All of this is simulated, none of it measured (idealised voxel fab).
The following is a process module called voxel released beams.
Shown is cross-section cut, with a width of 165 nm and square cells of size 5 nm.
A cross-section is written here as square cells arranged in a grid, and it is given in bands from the top down, each band taking up one or more rows of cells.
Each band's line starts with the height of the band's top and of its bottom, in nm. Then come its materials from left to right, each with its width in nm. One material with "throughout" fills the band from edge to edge. "empty" is empty space.
For the purposes of this specification, 0 denotes the height below which the wafer in its as-received condition is composed wholly of one material, and the lowermost band, lacking a lower limit, extends downward without end, as expressed in "0 and below".
Note: "30..40" means the width goes from the first number (top row of the band) to the second number (bottom row) in equal steps per row of cells.
A step reported as "no alteration" is a step in which no cell of the cross-section changed.
The entry "Trapped cavities" lists the empty spaces that cover at least 8 cells and have no open path to the top. Each is written as width x height at distance, where the distance is measured from the left edge and all three values are in nm.
Heads up: the bit after the settings on a step's line is the simulator's remark on that step.
The "overlay nm" setting may appear on a step's line; for a step that uses a mask, it gives how far to the right of its planned position the mask lay, and a negative value indicates the left.
# Below is the list of planned process steps
step 1: RECEIVE,material Si
step 2: CONFORMAL_DEP,material SiN,thk nm 10
step 3: DIRECTIONAL_DEP,material SiO2,thk nm 15
step 4: PATTERN,tone open,mask id ANCHOR,material resist,width nm 40,thk nm 15,overlay nm 0
step 5: DIRECTIONAL_ETCH,etch materials SiO2,depth nm 15
step 6: STRIP,etch materials resist
step 7: CONFORMAL_DEP,material W,thk nm 15
step 8: DIRECTIONAL_DEP,material aC,thk nm 10
step 9: PATTERN,tone cover,mask id BEAM,material resist,width nm 110,thk nm 30,overlay nm 0
step 10: DIRECTIONAL_ETCH,etch materials aC,depth nm 5
step 11: STRIP,etch materials resist
step 12: DIRECTIONAL_ETCH,etch materials W,depth nm 15
step 13: STRIP,etch materials aC
step 14: STRIP,etch materials SiO2
The plan's step 10 depth nm is the first wafer's value; the wafers differ in this setting and start identical.
# Here's the first of the wafers in cross-section, just as we got it, i.e. after step 1
    0 and below | Si throughout
    Trapped cavities: none
# After the module's final step, step 14: the first of several wafers in cross-section
    40 down to 25 | W: 45 | empty: 10 | W: 110
    25 down to 10 | SiO2: 30 | W: 40 | SiO2: 95
    10 down to 0 | SiN throughout
    0 and below | Si throughout
    Trapped cavities: none
# The final wafer, sectioned at module end
    40 down to 25 | empty: 25 | W: 20 | empty: 10 | W: 80 | empty: 30
    25 down to 10 | empty: 30 | W: 40 | empty: 95
    10 down to 0 | SiN throughout
    0 and below | Si throughout
    Trapped cavities: none
# wafer rows; end of module; cells per material since receipt: (+) gained, (-) lost; then closed voids
depth nm 5; +66 SiN; +75 SiO2; +117 W; Trapped cavities: none
depth nm 10; +66 SiN; +84 W; Trapped cavities: none
depth nm 15; +66 SiN; +84 W; Trapped cavities: none
depth nm 20; +66 SiN; +84 W; Trapped cavities: none
depth nm 25; +66 SiN; +84 W; Trapped cavities: none
